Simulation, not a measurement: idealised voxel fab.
Process module under the name voxel ribs on slabs
Section shown: cut. Width: 205 nm. Cell size: 5 nm, square.
Cross-section = grid of square cells, listed top down in bands; band = one or more rows.
First you get the band's top height and its bottom height, in nm, and then the materials it's made of, left to right, with each width in nm. If you see a single material with "edge to edge", that one covers the band edge to edge. "empty" is empty space.
Heights are reckoned from 0. Under this level, the received wafer is all of one material. The bottommost band is open-ended downward, for example "0..down".
Per-row width for "30 to 40": begins at first number (top row of band), ends at second number (bottom row), increment between rows held constant.
"no modification" (step): cross-section cells unchanged, all of them.
Enclosed voids (no open way to top), threshold 8 cells or more, entry "Trapped void list", notation width x height at distance, distance from left edge, nm.
It should be noted that, on the line of a given step, the content following the step's settings is a remark produced by the simulator itself with respect to that step.
The "overlay nm" setting may appear on a step's line; for a step that uses a mask, it gives how far to the right of its planned position the mask lay, and a negative value indicates the left.
**Intended process steps**
1. op RECEIVE | material Si
2. op DIRECTIONAL_DEP | material SiO2 | thk nm 25
3. op DIRECTIONAL_DEP | material SiN | thk nm 15
4. op DIRECTIONAL_DEP | material aC | thk nm 15
5. op PATTERN | tone cover | mask id RIB | material resist | width nm 20 | thk nm 30 | overlay nm 0
6. op DIRECTIONAL_ETCH | etch materials aC | depth nm 15
7. op STRIP | etch materials resist
8. op DIRECTIONAL_ETCH | etch materials SiN | depth nm 5
9. op STRIP | etch materials aC
10. op MASKED_ETCH | tone cover | mask id SLAB | width nm 70 | etch materials SiN | depth nm 10 | overlay nm 0
11. op FILL_DEP | material SiO2 | thk nm 25
12. op CMP | height nm 55
13. op DIRECTIONAL_DEP | material TiN | thk nm 5
14. op PATTERN | tone cover | mask id HEATER | material resist | width nm 30 | thk nm 15 | overlay nm 0
15. op DIRECTIONAL_ETCH | etch materials TiN | depth nm 5
16. op STRIP | etch materials resist
17. op CONFORMAL_DEP | material SiO2 | thk nm 10
Heads up: all these wafers start the same, and what changes between them is the width nm in step 10. The value you see in the plan is just what the first wafer got.
**After step 1, as received: first of several wafers, cross-section**
  0..down | Si edge to edge
  Trapped void list: none
**Below: a row per wafer. Contents at end of module: for every material, cells gained since receipt (+) or lost since receipt (-); then closed voids**
width nm 70 | +32 SiN | +505 SiO2 | +6 TiN | Trapped void list: none
width nm 75 | +34 SiN | +503 SiO2 | +6 TiN | Trapped void list: none
width nm 80 | +36 SiN | +501 SiO2 | +6 TiN | Trapped void list: none
width nm 85 | +38 SiN | +499 SiO2 | +6 TiN | Trapped void list: none
width nm 90 | +40 SiN | +497 SiO2 | +6 TiN | Trapped void list: none
width nm 95 | +42 SiN | +495 SiO2 | +6 TiN | Trapped void list: none
